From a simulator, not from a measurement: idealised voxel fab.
process module | voxel self aligned contacts
cross-section cut | 145 nm wide | cells 5 nm
A cross-section is a grid of square cells, given in bands from the top down. A band is one or more rows of cells.
Each band's line starts with the height of the band's top and of its bottom, in nm. Then come its materials from left to right, each with its width in nm. One material with "throughout" fills the band from edge to edge. "air" is empty space.
Height 0 is the level under which the wafer as received is all one material. The lowest band goes on downwards, as in "0 down".
A width such as "30 to 40" changes by the same amount from each row of cells to the next, from the band's top row to its bottom row.
"no change" after a step means that no cell of the cross-section changed.
closed voids: empty space of 8 cells or more with no open way to the top, each as width x height at its distance from the left edge, in nm
after a step's settings: what the simulator itself notes on the step
overlay nm, on a step with a mask: how far to the right of its planned place the mask lay; to the left if negative
plan
1 op RECEIVE | material Si
2 op CONFORMAL_DEP | material SiO2 | thk nm 5
3 op DIRECTIONAL_DEP | material polySi | thk nm 30
4 op DIRECTIONAL_DEP | material SiN | thk nm 20
5 op DIRECTIONAL_DEP | material aC | thk nm 15
6 op PATTERN | tone cover | mask id GATE | material resist | width nm 30 | pitch nm 55 | thk nm 30 | overlay nm 0
7 op DIRECTIONAL_ETCH | etch materials aC | depth nm 15
8 op STRIP | etch materials resist
9 op DIRECTIONAL_ETCH | etch materials SiN | depth nm 20
10 op DIRECTIONAL_ETCH | etch materials polySi | depth nm 30
11 op STRIP | etch materials aC
12 op CONFORMAL_DEP | material SiN | thk nm 5
13 op DIRECTIONAL_ETCH | etch materials SiN | depth nm 5
14 op FILL_DEP | material SiO2 | thk nm 10
15 op CMP | height nm 60
16 op MASKED_ETCH | tone open | mask id CONTACT | width nm 35 | etch materials SiO2 | depth nm 60 | overlay nm 0
17 op CONFORMAL_DEP | material TiN | thk nm 5
18 op FILL_DEP | material W | thk nm 10
19 op CMP | height nm 60
20 op CONFORMAL_DEP | material SiN | thk nm 5
as received, after step 1
  0 down: Si throughout
  closed voids: none
first wafer at the end, as planned
  65 to 60: SiN throughout
  60 to 55: SiO2 55 | TiN 15 | W 5 | TiN 15 | SiO2 55
  55 to 35: SiO2 25 | SiN 40 | TiN 5 | W 5 | TiN 5 | SiN 40 | SiO2 25
  35 to 5: SiO2 25 | SiN 5 | polySi 30 | SiN 5 | TiN 5 | W 5 | TiN 5 | SiN 5 | polySi 30 | SiN 5 | SiO2 25
  5 to 0: SiO2 65 | TiN 15 | SiO2 65
  0 down: Si throughout
  closed voids: none
second wafer at the end: like start, like plan, one mistake
  65 to 60: SiN throughout
  60 to 55: SiO2 55 | TiN 15 | W 5 | TiN 15 | SiO2 55
  55 to 35: SiO2 25 | SiN 40 | TiN 5 | W 5 | TiN 5 | SiN 40 | SiO2 25
  35 to 15: SiO2 25 | SiN 5 | polySi 30 | SiN 5 | TiN 5 | W 5 | TiN 5 | SiN 5 | polySi 30 | SiN 5 | SiO2 25
  15 to 10: SiO2 25 | SiN 5 | polySi 30 | SiN 5 | TiN 15 | SiN 5 | polySi 30 | SiN 5 | SiO2 25
  10 to 5: SiN 30 | polySi 30 | SiN 25 | polySi 30 | SiN 30
  5 to 0: SiO2 throughout
  0 down: Si throughout
  closed voids: none
what went wrong: steps 12 and 13 were swapped
at the end the second wafer has, in cells: 13 more of SiN | 7 fewer of SiO2 | 4 fewer of TiN | 2 fewer of W
